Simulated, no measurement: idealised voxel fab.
Documented hereafter: the process module known as voxel wiring stack.
The width of the displayed cross-section, cut, is 175 nm; its cells are square, with a size of 5 nm.
We lay out every cross-section as a grid of square cells and spell it out in bands from the top down, where one band means one or more rows of cells.
Per band: top height and bottom height in nm, followed by the left-to-right materials and their widths in nm; "everywhere" marks a single material spanning edge to edge, "air" marks empty space.
Where do heights start? At 0: under that level the wafer as delivered is made of one material only. And the lowest band has no floor; it just carries on downward, as in "0..down".
So if you see something like "30..40" for the width, read it as the top row of the band sitting at the first number and the bottom row at the second, with every row in between moving by the same amount as the last.
What does "no modification" mean for a step? It means no cell of the cross-section changed in that step.
Empty spaces counting at least 8 cells and having no open way to the top are listed in "Closed void register". The notation width x height at distance is used for each, the distance being from the left edge and all three values in nm.
What comes after the settings on a step's line is commentary from the simulator itself on that step.
A step line may carry the setting "overlay nm", which, for steps involving a mask, states the distance by which the mask lay to the right of its intended position; negative values denote displacement to the left.

# So here's the lineup of process steps we planned
1. RECEIVE: material Si
2. CONFORMAL_DEP: material SiO2, thk nm 15
3. DIRECTIONAL_DEP: material TiN, thk nm 5
4. DIRECTIONAL_DEP: material W, thk nm 15
5. DIRECTIONAL_DEP: material aC, thk nm 10
6. PATTERN: tone cover, mask id METAL_1, material resist, width nm 25, pitch nm 55, thk nm 25, overlay nm 0
7. DIRECTIONAL_ETCH: etch materials aC, depth nm 10
8. STRIP: etch materials resist
9. DIRECTIONAL_ETCH: etch materials W, depth nm 15
10. DIRECTIONAL_ETCH: etch materials TiN, depth nm 5
11. STRIP: etch materials aC
12. CONFORMAL_DEP: material SiCN, thk nm 5
13. FILL_DEP: material SiO2, thk nm 5
14. CMP: height nm 35
15. CONFORMAL_DEP: material SiCN, thk nm 5
16. DIRECTIONAL_DEP: material lowk, thk nm 30
17. MASKED_ETCH: tone open, mask id METAL_2_HOLES, width nm 15, etch materials lowk, depth nm 30, overlay nm 0
18. MASKED_ETCH: tone open, mask id METAL_2, width nm 25, pitch nm 55, etch materials lowk, depth nm 20, overlay nm 0
19. MASKED_ETCH: tone open, mask id METAL_2, width nm 15, pitch nm 55, etch materials SiCN, depth nm 5, overlay nm 0
20. CONFORMAL_DEP: material TiN, thk nm 5
21. FILL_DEP: material Cu, thk nm 10
22. CMP: height nm 70
23. CONFORMAL_DEP: material SiN, thk nm 5
Variable across wafers: step 19 width nm (plan value is that of the first wafer; starting state common to all).

# first wafer as received, after step 1
	0..down  Si everywhere
	Closed void register: none

# Rows = wafers. At module end, each row lists per material the cells gained (+) or lost (-) since the wafer was received, then the closed voids
width nm 15, +20 Cu, +70 SiCN, +35 SiN, +168 SiO2, +38 TiN, +30 W, +164 lowk, Closed void register: none
width nm 20, +20 Cu, +70 SiCN, +35 SiN, +168 SiO2, +38 TiN, +30 W, +164 lowk, Closed void register: none
width nm 25, +21 Cu, +69 SiCN, +35 SiN, +168 SiO2, +38 TiN, +30 W, +164 lowk, Closed void register: none
width nm 30, +21 Cu, +69 SiCN, +35 SiN, +168 SiO2, +38 TiN, +30 W, +164 lowk, Closed void register: none
width nm 35, +21 Cu, +69 SiCN, +35 SiN, +168 SiO2, +38 TiN, +30 W, +164 lowk, Closed void register: none
width nm 40, +21 Cu, +69 SiCN, +35 SiN, +168 SiO2, +38 TiN, +30 W, +164 lowk, Closed void register: none
